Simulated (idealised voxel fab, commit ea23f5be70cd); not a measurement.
The process module that follows is named voxel fin reveal.
Cross-section cut: width 230 nm, square cells of 5 nm.
A cross-section is a grid of square cells, given in bands from the top down. A band is one or more rows of cells.
Per band: top height and bottom height in nm, followed by the left-to-right materials and their widths in nm; "full width" marks a single material spanning edge to edge, "blank" marks empty space.
We count height from 0. Below that, the starting wafer is all one material. The lowest band never ends at the bottom but goes on down; see "from 0 down" for how that is written.
The two numbers in a width such as "30..40" mark its ends across the band: the first belongs to the top row of cells, the second to the bottom row, and from each row to the next the width moves by the same amount.
"same as before" means the step left every cell of the cross-section as it was.
"Closed void register" means: voids of 8 cells or more that are shut off from the top with no open way through. Written width x height at distance, distance from the left edge, in nm.
If you see something after the settings on a step's line, that's the simulator's own remark about that step.
A step's line can hold "overlay nm"; with a mask on that step, the setting says how far right of the planned place the mask lay, while a negative setting says it lay to the left.
Intended process steps
1. RECEIVE,material Si
2. CONFORMAL_DEP,material SiN,thk nm 10
3. MASKED_ETCH,tone cover,mask id FINS,width nm 15,pitch nm 45,etch materials SiN,depth nm 10,overlay nm 0
4. MASKED_ETCH,tone cover,mask id FINS,width nm 15,pitch nm 45,etch materials Si,depth nm 35,overlay nm 0
5. OXIDIZE,depth nm 5
6. FILL_DEP,material SiO2,thk nm 15
7. CMP,height nm 10
8. SELECTIVE_ETCH,etch materials SiO2,depth nm 25
9. STRIP,etch materials SiN
10. CONFORMAL_DEP,material SiO2,thk nm 5
Incoming wafer, cross-sectional view, post step 1
* from 0 down: Si full width
* Closed void register: none
Starting structure and process plan are as shown above, but one mistake was made in running the module; the wafer cross-section at the end of the module follows
* from 5 to 0: 85 nm blank, then 15 nm SiO2, then 30 nm blank, then 15 nm SiO2, then 85 nm blank
* from 0 to -35: 85 nm blank, then 5 nm SiO2, then 5 nm Si, then 5 nm SiO2, then 30 nm blank, then 5 nm SiO2, then 5 nm Si, then 5 nm SiO2, then 85 nm blank
* from -35 to -40: 90 nm SiO2, then 5 nm Si, then 40 nm SiO2, then 5 nm Si, then 90 nm SiO2
* from -40 down: Si full width
* Closed void register: none
Run error: step 8 of the plan was carried out twice
